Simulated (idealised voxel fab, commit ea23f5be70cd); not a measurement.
process module | voxel self aligned vias
cross-section cut | 290 nm wide | cells 5 nm
A cross-section is a grid of square cells, given in bands from the top down. A band is one or more rows of cells.
Each band's line starts with the height of the band's top and of its bottom, in nm. Then come its materials from left to right, each with its width in nm. One material with "throughout" fills the band from edge to edge. "air" is empty space.
Height 0 is the level under which the wafer as received is all one material. The lowest band goes on downwards, as in "0 down".
A width such as "30 to 40" changes by the same amount from each row of cells to the next, from the band's top row to its bottom row.
"no change" after a step means that no cell of the cross-section changed.
closed voids: empty space of 8 cells or more with no open way to the top, each as width x height at its distance from the left edge, in nm
after a step's settings: what the simulator itself notes on the step
overlay nm, on a step with a mask: how far to the right of its planned place the mask lay; to the left if negative
plan
1 op RECEIVE | material Si
2 op CONFORMAL_DEP | material SiO2 | thk nm 10
3 op CONFORMAL_DEP | material SiCN | thk nm 5
4 op DIRECTIONAL_DEP | material lowk | thk nm 30
5 op DIRECTIONAL_DEP | material aC | thk nm 10
6 op PATTERN | tone open | mask id LINES | material resist | width nm 30 | pitch nm 80 | thk nm 25 | overlay nm 0
7 op DIRECTIONAL_ETCH | etch materials aC | depth nm 10
8 op STRIP | etch materials resist
9 op DIRECTIONAL_ETCH | etch materials lowk | depth nm 30
10 op STRIP | etch materials aC
11 op CONFORMAL_DEP | material TiN | thk nm 5
12 op FILL_DEP | material Ru | thk nm 5
13 op CMP | height nm 45
14 op SELECTIVE_ETCH | etch materials W Ru TiN | depth nm 10
15 op FILL_DEP | material SiN | thk nm 5
16 op CMP | height nm 45
17 op DIRECTIONAL_DEP | material lowk | thk nm 15
18 op DIRECTIONAL_DEP | material aC | thk nm 15
19 op PATTERN | tone open | mask id VIAS | material resist | width nm 50 | pitch nm 80 | thk nm 35 | overlay nm 0
20 op DIRECTIONAL_ETCH | etch materials aC | depth nm 15
21 op STRIP | etch materials resist
22 op DIRECTIONAL_ETCH | etch materials lowk | depth nm 15
23 op DIRECTIONAL_ETCH | etch materials SiN | depth nm 10
24 op STRIP | etch materials aC
25 op CONFORMAL_DEP | material TiN | thk nm 5
26 op FILL_DEP | material Ru | thk nm 5
27 op CMP | height nm 60
28 op CONFORMAL_DEP | material SiCN | thk nm 5
as received, after step 1
  0 down: Si throughout
  closed voids: none
a wafer at the end: this start, this plan, one mistake
  55 to 50: SiCN throughout
  50 to 40: lowk 80 to 90 | TiN 15 to 5 | Ru 20 | TiN 15 to 5 | lowk 30 to 50 | TiN 15 to 5 | Ru 20 | TiN 15 to 5 | lowk 80 to 90
  40 to 35: lowk 90 | TiN 30 | lowk 50 | TiN 30 | lowk 90
  35 to 20: lowk 90 | TiN 5 | Ru 20 | TiN 5 | lowk 50 | TiN 5 | Ru 20 | TiN 5 | lowk 90
  20 to 15: lowk 90 | TiN 30 | lowk 50 | TiN 30 | lowk 90
  15 to 10: SiCN throughout
  10 to 0: SiO2 throughout
  0 down: Si throughout
  closed voids: none
what went wrong: step 27 ran as: op CMP | height nm 50
